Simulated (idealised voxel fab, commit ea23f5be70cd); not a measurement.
process module | voxel self aligned vias
cross-section cut | 285 nm wide | cells 5 nm
A cross-section is a grid of square cells, given in bands from the top down. A band is one or more rows of cells.
Each band's line starts with the height of the band's top and of its bottom, in nm. Then come its materials from left to right, each with its width in nm. One material with "throughout" fills the band from edge to edge. "air" is empty space.
Height 0 is the level under which the wafer as received is all one material. The lowest band goes on downwards, as in "0 down".
A width such as "30 to 40" changes by the same amount from each row of cells to the next, from the band's top row to its bottom row.
"no change" after a step means that no cell of the cross-section changed.
closed voids: empty space of 8 cells or more with no open way to the top, each as width x height at its distance from the left edge, in nm
after a step's settings: what the simulator itself notes on the step
overlay nm, on a step with a mask: how far to the right of its planned place the mask lay; to the left if negative
plan
1 op RECEIVE | material Si
2 op CONFORMAL_DEP | material SiO2 | thk nm 15
3 op CONFORMAL_DEP | material SiCN | thk nm 5
4 op DIRECTIONAL_DEP | material SiO2 | thk nm 20
5 op DIRECTIONAL_DEP | material aC | thk nm 15
6 op PATTERN | tone open | mask id LINES | material resist | width nm 20 | pitch nm 55 | thk nm 30 | overlay nm 0
7 op DIRECTIONAL_ETCH | etch materials aC | depth nm 15
8 op STRIP | etch materials resist
9 op DIRECTIONAL_ETCH | etch materials SiO2 | depth nm 20
10 op STRIP | etch materials aC
11 op CONFORMAL_DEP | material TiN | thk nm 5
12 op FILL_DEP | material Ru | thk nm 5
13 op CMP | height nm 40
14 op SELECTIVE_ETCH | etch materials W Ru TiN | depth nm 10
15 op FILL_DEP | material SiN | thk nm 10
16 op CMP | height nm 40
17 op DIRECTIONAL_DEP | material SiO2 | thk nm 20
18 op PATTERN | tone open | mask id VIAS | material resist | width nm 30 | thk nm 15 | overlay nm 0
19 op DIRECTIONAL_ETCH | etch materials SiO2 | depth nm 20
20 op DIRECTIONAL_ETCH | etch materials SiN | depth nm 10
21 op STRIP | etch materials resist
22 op CONFORMAL_DEP | material TiN | thk nm 5
23 op FILL_DEP | material Cu | thk nm 5
24 op CMP | height nm 60
25 op CONFORMAL_DEP | material SiCN | thk nm 5
first wafer, as planned
as received, after step 1
  0 down: Si throughout
  closed voids: none
after step 2
  15 to 0: SiO2 throughout
  below 0: unchanged
after step 3
  20 to 15: SiCN throughout
  below 15: unchanged
after step 4
  40 to 20: SiO2 throughout
  below 20: unchanged
after step 5
  55 to 40: aC throughout
  below 40: unchanged
after step 6
  85 to 55: resist 105 | air 20 | resist 35 | air 20 | resist 105
  below 55: unchanged
after step 7
  70 to 55: resist 105 | air 20 | resist 35 | air 20 | resist 105
  55 to 40: aC 105 | air 20 | aC 35 | air 20 | aC 105
  below 40: unchanged
after step 8
  55 to 40: aC 105 | air 20 | aC 35 | air 20 | aC 105
  below 40: unchanged
after step 9
  55 to 40: aC 105 | air 20 | aC 35 | air 20 | aC 105
  40 to 20: SiO2 105 | air 20 | SiO2 35 | air 20 | SiO2 105
  below 20: unchanged
after step 10
  40 to 20: SiO2 105 | air 20 | SiO2 35 | air 20 | SiO2 105
  below 20: unchanged
after step 11
  45 to 40: TiN 110 | air 10 | TiN 45 | air 10 | TiN 110
  40 to 25: SiO2 105 | TiN 5 | air 10 | TiN 5 | SiO2 35 | TiN 5 | air 10 | TiN 5 | SiO2 105
  25 to 20: SiO2 105 | TiN 20 | SiO2 35 | TiN 20 | SiO2 105
  below 20: unchanged
after step 12
  50 to 45: Ru throughout
  45 to 40: TiN 110 | Ru 10 | TiN 45 | Ru 10 | TiN 110
  40 to 25: SiO2 105 | TiN 5 | Ru 10 | TiN 5 | SiO2 35 | TiN 5 | Ru 10 | TiN 5 | SiO2 105
  below 25: unchanged
after step 13
  40 to 25: SiO2 105 | TiN 5 | Ru 10 | TiN 5 | SiO2 35 | TiN 5 | Ru 10 | TiN 5 | SiO2 105
  below 25: unchanged
after step 14
  40 to 30: SiO2 105 | air 20 | SiO2 35 | air 20 | SiO2 105
  below 30: unchanged
after step 15
  50 to 40: SiN throughout
  40 to 30: SiO2 105 | SiN 20 | SiO2 35 | SiN 20 | SiO2 105
  below 30: unchanged
after step 16
  40 to 30: SiO2 105 | SiN 20 | SiO2 35 | SiN 20 | SiO2 105
  below 30: unchanged
after step 17
  60 to 40: SiO2 throughout
  below 40: unchanged
after step 18
  75 to 60: resist 100 | air 30 | resist 155
  below 60: unchanged
after step 19
  75 to 60: resist 100 | air 30 | resist 155
  60 to 40: SiO2 100 | air 30 | SiO2 155
  below 40: unchanged
after step 20
  75 to 60: resist 100 | air 30 | resist 155
  60 to 40: SiO2 100 | air 30 | SiO2 155
  40 to 30: SiO2 105 | air 20 | SiO2 35 | SiN 20 | SiO2 105
  below 30: unchanged
after step 21
  60 to 40: SiO2 100 | air 30 | SiO2 155
  below 40: unchanged
after step 22
  65 to 60: TiN 105 | air 20 | TiN 160
  60 to 45: SiO2 100 | TiN 5 | air 20 | TiN 5 | SiO2 155
  45 to 40: SiO2 100 | TiN 10 | air 10 | TiN 10 | SiO2 155
  40 to 35: SiO2 105 | TiN 5 | air 10 | TiN 5 | SiO2 35 | SiN 20 | SiO2 105
  35 to 30: SiO2 105 | TiN 20 | SiO2 35 | SiN 20 | SiO2 105
  below 30: unchanged
after step 23
  70 to 65: Cu throughout
  65 to 60: TiN 105 | Cu 20 | TiN 160
  60 to 45: SiO2 100 | TiN 5 | Cu 20 | TiN 5 | SiO2 155
  45 to 40: SiO2 100 | TiN 10 | Cu 10 | TiN 10 | SiO2 155
  40 to 35: SiO2 105 | TiN 5 | Cu 10 | TiN 5 | SiO2 35 | SiN 20 | SiO2 105
  below 35: unchanged
after step 24
  60 to 45: SiO2 100 | TiN 5 | Cu 20 | TiN 5 | SiO2 155
  below 45: unchanged
after step 25
  65 to 60: SiCN throughout
  below 60: unchanged
second wafer: like start, like plan, one mistake. Through step 1 it matches the first wafer
when step 2 should have ended
  30 to 0: SiO2 throughout
  below 0: unchanged
when step 3 should have ended
  35 to 30: SiCN throughout
  below 30: unchanged
when step 4 should have ended
  55 to 35: SiO2 throughout
  below 35: unchanged
when step 5 should have ended
  70 to 55: aC throughout
  below 55: unchanged
when step 6 should have ended
  100 to 70: resist 105 | air 20 | resist 35 | air 20 | resist 105
  below 70: unchanged
when step 7 should have ended
  85 to 70: resist 105 | air 20 | resist 35 | air 20 | resist 105
  70 to 55: aC 105 | air 20 | aC 35 | air 20 | aC 105
  below 55: unchanged
when step 8 should have ended
  70 to 55: aC 105 | air 20 | aC 35 | air 20 | aC 105
  below 55: unchanged
when step 9 should have ended
  70 to 55: aC 105 | air 20 | aC 35 | air 20 | aC 105
  55 to 35: SiO2 105 | air 20 | SiO2 35 | air 20 | SiO2 105
  below 35: unchanged
when step 10 should have ended
  55 to 35: SiO2 105 | air 20 | SiO2 35 | air 20 | SiO2 105
  below 35: unchanged
when step 11 should have ended
  60 to 55: TiN 110 | air 10 | TiN 45 | air 10 | TiN 110
  55 to 40: SiO2 105 | TiN 5 | air 10 | TiN 5 | SiO2 35 | TiN 5 | air 10 | TiN 5 | SiO2 105
  40 to 35: SiO2 105 | TiN 20 | SiO2 35 | TiN 20 | SiO2 105
  below 35: unchanged
when step 12 should have ended
  65 to 60: Ru throughout
  60 to 55: TiN 110 | Ru 10 | TiN 45 | Ru 10 | TiN 110
  55 to 40: SiO2 105 | TiN 5 | Ru 10 | TiN 5 | SiO2 35 | TiN 5 | Ru 10 | TiN 5 | SiO2 105
  below 40: unchanged
when step 13 should have ended
  40 to 35: SiO2 105 | TiN 20 | SiO2 35 | TiN 20 | SiO2 105
  below 35: unchanged
when step 14 should have ended
  40 to 35: SiO2 105 | air 20 | SiO2 35 | air 20 | SiO2 105
  below 35: unchanged
when step 15 should have ended
  50 to 40: SiN throughout
  40 to 35: SiO2 105 | SiN 20 | SiO2 35 | SiN 20 | SiO2 105
  below 35: unchanged
when step 16 should have ended
  40 to 35: SiO2 105 | SiN 20 | SiO2 35 | SiN 20 | SiO2 105
  below 35: unchanged
when step 17 should have ended
  60 to 40: SiO2 throughout
  below 40: unchanged
when step 18 should have ended
  75 to 60: resist 100 | air 30 | resist 155
  below 60: unchanged
when step 19 should have ended
  75 to 60: resist 100 | air 30 | resist 155
  60 to 40: SiO2 100 | air 30 | SiO2 155
  below 40: unchanged
when step 20 should have ended
  75 to 60: resist 100 | air 30 | resist 155
  60 to 40: SiO2 100 | air 30 | SiO2 155
  40 to 35: SiO2 105 | air 20 | SiO2 35 | SiN 20 | SiO2 105
  below 35: unchanged
when step 21 should have ended
  60 to 40: SiO2 100 | air 30 | SiO2 155
  below 40: unchanged
when step 22 should have ended
  65 to 60: TiN 105 | air 20 | TiN 160
  60 to 45: SiO2 100 | TiN 5 | air 20 | TiN 5 | SiO2 155
  45 to 40: SiO2 100 | TiN 10 | air 10 | TiN 10 | SiO2 155
  40 to 35: SiO2 105 | TiN 20 | SiO2 35 | SiN 20 | SiO2 105
  below 35: unchanged
when step 23 should have ended
  70 to 65: Cu throughout
  65 to 60: TiN 105 | Cu 20 | TiN 160
  60 to 45: SiO2 100 | TiN 5 | Cu 20 | TiN 5 | SiO2 155
  45 to 40: SiO2 100 | TiN 10 | Cu 10 | TiN 10 | SiO2 155
  below 40: unchanged
when step 24 should have ended
  60 to 45: SiO2 100 | TiN 5 | Cu 20 | TiN 5 | SiO2 155
  below 45: unchanged
when step 25 should have ended
  65 to 60: SiCN throughout
  below 60: unchanged
what went wrong: step 2 was run twice
at the end the second wafer has, in cells: 2 fewer of Cu | 4 fewer of Ru | 4 fewer of SiN | 24 more of SiO2 | 14 fewer of TiN
